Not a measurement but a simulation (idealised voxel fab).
Title: Process Module voxel ribs on slabs
Square cells of 5 nm make up the cross-section cut, whose width is 150 nm.
Cross-section = grid of square cells, listed top down in bands; band = one or more rows.
Heads up on the band format: heights come first, top then bottom, in nm. After that it's the materials left to right, each with its width in nm. A single material flagged "all across" fills the whole band edge to edge, and "blank" means there's empty space there.
Ref level 0: as-received wafer is one material below here. Bottom band extends down with no lower bound ("0..down").
The two numbers in a width such as "30 to 40" mark its ends across the band: the first belongs to the top row of cells, the second to the bottom row, and from each row to the next the width moves by the same amount.
When a step is marked "nothing changed", none of the cells in the cross-section changed during that step.
So "Entrapped void list" is basically the list of trapped voids: any empty space of 8 cells or more that can't reach the top through an opening. They're written width x height at distance, the distance being from the left edge, and it's all nm.
It should be noted that, on the line of a given step, the content following the step's settings is a remark produced by the simulator itself with respect to that step.
When a step includes a mask, the "overlay nm" setting on its line states how far to the right of its planned place that mask lay, and negative values state how far to the left.

Intended process steps:
1. RECEIVE, material Si
2. DIRECTIONAL_DEP, material SiO2, thk nm 25
3. DIRECTIONAL_DEP, material polySi, thk nm 25
4. DIRECTIONAL_DEP, material aC, thk nm 10
5. PATTERN, tone cover, mask id RIB, material resist, width nm 25, thk nm 25, overlay nm 0
6. DIRECTIONAL_ETCH, etch materials aC, depth nm 10
7. STRIP, etch materials resist
8. DIRECTIONAL_ETCH, etch materials polySi, depth nm 10
9. STRIP, etch materials aC
10. MASKED_ETCH, tone cover, mask id SLAB, width nm 55, etch materials polySi, depth nm 15, overlay nm 0
11. FILL_DEP, material SiO2, thk nm 15
12. CMP, height nm 60
13. DIRECTIONAL_DEP, material W, thk nm 5
14. DIRECTIONAL_DEP, material aC, thk nm 10
15. PATTERN, tone cover, mask id HEATER, material resist, width nm 35, thk nm 30, overlay nm 0
16. DIRECTIONAL_ETCH, etch materials aC, depth nm 10
17. STRIP, etch materials resist
18. DIRECTIONAL_ETCH, etch materials W, depth nm 5
19. STRIP, etch materials aC
20. CONFORMAL_DEP, material SiN, thk nm 5

So this is the incoming wafer in cross-section - it's already been through step 1:
    0..down | Si all across
    Entrapped void list: none

The plan above was carried out on the starting structure above with one mistake, and this cross-section shows the wafer at the end of the module:
    70..65 | blank (50) | SiN (45) | blank (55)
    65..60 | SiN (55) | W (35) | SiN (60)
    60..50 | SiO2 all across
    50..40 | SiO2 (50) | polySi (25) | SiO2 (75)
    40..25 | SiO2 (45) | polySi (55) | SiO2 (50)
    25..0 | SiO2 all across
    0..down | Si all across
    Entrapped void list: none
Misprocessing identified: step 5 off recipe, ran as PATTERN, tone cover, mask id RIB, material resist, width nm 25, thk nm 25, overlay nm -10
